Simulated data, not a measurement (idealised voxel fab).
process module | voxel self aligned vias
It is cross-section cut that appears here, measuring 185 nm in width, its square cells being 5 nm in size.
When this document writes out a cross-section, it uses a grid of square cells and lists it as bands, beginning at the top and moving down, with a band standing for one or more rows of cells.
Each band's line starts with the height of the band's top and of its bottom, in nm. Then come its materials from left to right, each with its width in nm. One material with "full width" fills the band from edge to edge. "air" is empty space.
The level at which height equals 0 is the one under which the wafer, as it arrives, is entirely one material. No lower edge exists for the bottom band, which continues downward and is notated as in "z 0 and below".
The notation "30->40" denotes a width that varies across the rows of cells in the band, beginning at the first number in the top row, finishing at the second number in the bottom row, and changing by an identical amount from each row to the next.
Step note "no modifications" = no cross-section cell changed.
Reported under the label "Completely sealed voids" are the empty spaces having no open way to the top and comprising 8 cells or more; the notation for each is width x height at distance, in which the distance is measured from the left edge and all three values are in nm.
Step line, after settings: the simulator's comment on this step.
"overlay nm" on a masked step: distance the mask lay right of its planned place, negative for left.

The following list gives the planned process steps
1 RECEIVE with material Si
2 CONFORMAL_DEP with material SiO2, thk nm 15
3 CONFORMAL_DEP with material SiCN, thk nm 5
4 DIRECTIONAL_DEP with material lowk, thk nm 30
5 DIRECTIONAL_DEP with material aC, thk nm 10
6 PATTERN with tone open, mask id LINES, material resist, width nm 25, pitch nm 55, thk nm 30, overlay nm 0
7 DIRECTIONAL_ETCH with etch materials aC, depth nm 10
8 STRIP with etch materials resist
9 DIRECTIONAL_ETCH with etch materials lowk, depth nm 30
10 STRIP with etch materials aC
11 CONFORMAL_DEP with material TiN, thk nm 5
12 FILL_DEP with material Ru, thk nm 5
13 CMP with height nm 50
14 SELECTIVE_ETCH with etch materials W Ru TiN, depth nm 5
15 FILL_DEP with material SiN, thk nm 10
16 CMP with height nm 50
17 DIRECTIONAL_DEP with material lowk, thk nm 15
18 PATTERN with tone open, mask id VIAS, material resist, width nm 35, pitch nm 55, thk nm 15, overlay nm 0
19 DIRECTIONAL_ETCH with etch materials lowk, depth nm 15
20 DIRECTIONAL_ETCH with etch materials SiN, depth nm 5
21 STRIP with etch materials resist
22 CONFORMAL_DEP with material TiN, thk nm 5
23 FILL_DEP with material W, thk nm 10
24 CMP with height nm 65
25 CONFORMAL_DEP with material SiCN, thk nm 5

Cross-section, incoming material, after step 1
  z 0 and below | Si full width
  Completely sealed voids: none

The first of the two wafers as seen in cross-section once the module was finished; processing followed the plan
  z 70 to 65 | SiCN full width
  z 65 to 55 | lowk=20, TiN=5, W=25, TiN=5, lowk=20, TiN=5, W=25, TiN=5, lowk=20, TiN=5, W=25, TiN=5, lowk=20
  z 55 to 50 | lowk=20, TiN=10, W=15, TiN=10, lowk=20, TiN=10, W=15, TiN=10, lowk=20, TiN=10, W=15, TiN=10, lowk=20
  z 50 to 45 | lowk=25, TiN=25, lowk=30, TiN=25, lowk=30, TiN=25, lowk=25
  z 45 to 25 | lowk=25, TiN=5, Ru=15, TiN=5, lowk=30, TiN=5, Ru=15, TiN=5, lowk=30, TiN=5, Ru=15, TiN=5, lowk=25
  z 25 to 20 | lowk=25, TiN=25, lowk=30, TiN=25, lowk=30, TiN=25, lowk=25
  z 20 to 15 | SiCN full width
  z 15 to 0 | SiO2 full width
  z 0 and below | Si full width
  Completely sealed voids: none

End-of-module cross-section of the second wafer: identical starting point and process plan to the first, with one processing mistake
  z 70 to 65 | SiCN full width
  z 65 to 50 | lowk=20, TiN=5, W=25, TiN=5, lowk=20, TiN=5, W=25, TiN=5, lowk=20, TiN=5, W=25, TiN=5, lowk=20
  z 50 to 45 | SiN=20, TiN=35, SiN=20, TiN=35, SiN=20, TiN=35, SiN=20
  z 45 to 25 | lowk=25, TiN=5, Ru=15, TiN=5, lowk=30, TiN=5, Ru=15, TiN=5, lowk=30, TiN=5, Ru=15, TiN=5, lowk=25
  z 25 to 20 | lowk=25, TiN=25, lowk=30, TiN=25, lowk=30, TiN=25, lowk=25
  z 20 to 15 | SiCN full width
  z 15 to 0 | SiO2 full width
  z 0 and below | Si full width
  Completely sealed voids: none
It is concluded that the wafer was processed incorrectly with respect to the plan, in that the process deviated at step 4: the operation and settings actually run there were DIRECTIONAL_DEP with material lowk, thk nm 25
Cell-count delta at end, second wafer over first, by material: SiN: 16 more, W: 6 more, lowk: 22 fewer
